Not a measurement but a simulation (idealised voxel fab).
Documented hereafter: the process module known as voxel transistor to metal.
We display cut, a cross-section 250 nm in width whose square cells are each 5 nm.
A cross-section is written here as square cells arranged in a grid, and it is given in bands from the top down, each band taking up one or more rows of cells.
Look at the band entry: it leads with the top's height and the bottom's height in nm. Then it lists the materials left to right, with a width in nm for each. The word "throughout" on a single material says that material fills the band edge to edge. The word "blank" is empty space.
Beneath 0, the wafer as received is one material, and that level is where height counting begins. The lowest band goes on downward without a bottom; it is written like "from 0 down".
You'd read "30->40" like this: the band's top row of cells is as wide as the first number, its bottom row is as wide as the second, and going down, every row changes width by the same amount as the row before did.
No cell of the cross-section changed in a step that is given as "no modifications".
"Closed voids list" - sealed voids, min. 8 cells, no opening to top; format: width x height at distance (distance from left edge; nm throughout).
On a step's line, text after the settings is the simulator commenting on that step.
Regarding "overlay nm": on a step with a mask, it is the distance the mask lay to the right of its planned place; a negative value places it to the left.

### Process steps - plan
1) RECEIVE with material Si
2) OXIDIZE with depth nm 5
3) CONFORMAL_DEP with material SiN, thk nm 15
4) PATTERN with tone cover, mask id ACTIVE, material resist, width nm 100, pitch nm 120, thk nm 15, overlay nm 0
5) DIRECTIONAL_ETCH with etch materials SiN, depth nm 15
6) DIRECTIONAL_ETCH with etch materials SiO2, depth nm 5
7) DIRECTIONAL_ETCH with etch materials Si, depth nm 35
8) STRIP with etch materials resist
9) OXIDIZE with depth nm 5
10) FILL_DEP with material SiO2, thk nm 5
11) CMP with height nm 15
12) SELECTIVE_ETCH with etch materials SiO2, depth nm 15
13) STRIP with etch materials SiN
14) SELECTIVE_ETCH with etch materials SiO2, depth nm 5
15) OXIDIZE with depth nm 5
16) DIRECTIONAL_DEP with material polySi, thk nm 30
17) DIRECTIONAL_DEP with material SiCN, thk nm 10
18) MASKED_ETCH with tone cover, mask id GATE, width nm 20, pitch nm 120, etch materials SiCN, depth nm 20, overlay nm 0
19) MASKED_ETCH with tone cover, mask id GATE, width nm 20, pitch nm 120, etch materials polySi, depth nm 40, overlay nm 0
20) CONFORMAL_DEP with material SiO2, thk nm 5
21) DIRECTIONAL_ETCH with etch materials SiO2, depth nm 5
22) CONFORMAL_DEP with material SiN, thk nm 5
23) DIRECTIONAL_ETCH with etch materials SiN, depth nm 5
24) DIRECTIONAL_ETCH with etch materials SiO2, depth nm 5
25) DIRECTIONAL_ETCH with etch materials Si, depth nm 15
26) EPI with material pSi, thk nm 15
27) FILL_DEP with material SiO2, thk nm 10
28) CMP with height nm 35
29) DIRECTIONAL_DEP with material SiO2, thk nm 15
30) MASKED_ETCH with tone open, mask id CONTACT, width nm 20, etch materials SiO2, depth nm 60, overlay nm 0
31) CONFORMAL_DEP with material TiN, thk nm 5
32) FILL_DEP with material Ru, thk nm 10
33) CMP with height nm 50
34) CONFORMAL_DEP with material SiN, thk nm 5
35) DIRECTIONAL_DEP with material lowk, thk nm 25
36) DIRECTIONAL_DEP with material aC, thk nm 10
37) PATTERN with tone open, mask id METAL_1, material resist, width nm 20, thk nm 25, overlay nm 0
38) DIRECTIONAL_ETCH with etch materials aC, depth nm 10
39) STRIP with etch materials resist
40) DIRECTIONAL_ETCH with etch materials lowk, depth nm 25
41) DIRECTIONAL_ETCH with etch materials SiN, depth nm 5
42) STRIP with etch materials aC
43) CONFORMAL_DEP with material TiN, thk nm 5
44) FILL_DEP with material Cu, thk nm 5
45) CMP with height nm 70
46) CONFORMAL_DEP with material SiCN, thk nm 5
47) DIRECTIONAL_DEP with material lowk, thk nm 25
48) PATTERN with tone open, mask id METAL_2, material resist, width nm 20, pitch nm 120, thk nm 20, overlay nm 0
49) DIRECTIONAL_ETCH with etch materials lowk, depth nm 15
50) STRIP with etch materials resist
51) PATTERN with tone open, mask id METAL_2_HOLES, material resist, width nm 15, pitch nm 120, thk nm 20, overlay nm 0
52) DIRECTIONAL_ETCH with etch materials lowk, depth nm 10
53) DIRECTIONAL_ETCH with etch materials SiCN, depth nm 5
54) STRIP with etch materials resist
55) CONFORMAL_DEP with material TiN, thk nm 5
56) FILL_DEP with material Cu, thk nm 10
57) CMP with height nm 110
58) CONFORMAL_DEP with material SiN, thk nm 5
Split variable: height nm, step 45. Plan value = first wafer. Wafers start alike.

### Cross-section, first of several wafers, as delivered after step 1
> from 0 down | Si throughout
> Closed voids list: none

### Each row below is a wafer at the end of the module, listing for every material the number of cells it has gained (+) or lost (-) since it was received, followed by its closed voids
height nm 70, +92 Cu, +64 Ru, -258 Si, +60 SiCN, +116 SiN, +398 SiO2, +218 TiN, +316 lowk, +96 pSi, +48 polySi, Closed voids list: none
height nm 75, +50 Cu, +64 Ru, -258 Si, +60 SiCN, +116 SiN, +398 SiO2, +226 TiN, +350 lowk, +96 pSi, +48 polySi, Closed voids list: none
height nm 80, +54 Cu, +64 Ru, -258 Si, +60 SiCN, +116 SiN, +398 SiO2, +188 TiN, +384 lowk, +96 pSi, +48 polySi, Closed voids list: none
height nm 85, +58 Cu, +64 Ru, -258 Si, +60 SiCN, +116 SiN, +398 SiO2, +226 TiN, +342 lowk, +96 pSi, +48 polySi, Closed voids list: none
height nm 90, +104 Cu, +64 Ru, -258 Si, +60 SiCN, +116 SiN, +398 SiO2, +222 TiN, +300 lowk, +96 pSi, +48 polySi, Closed voids list: none
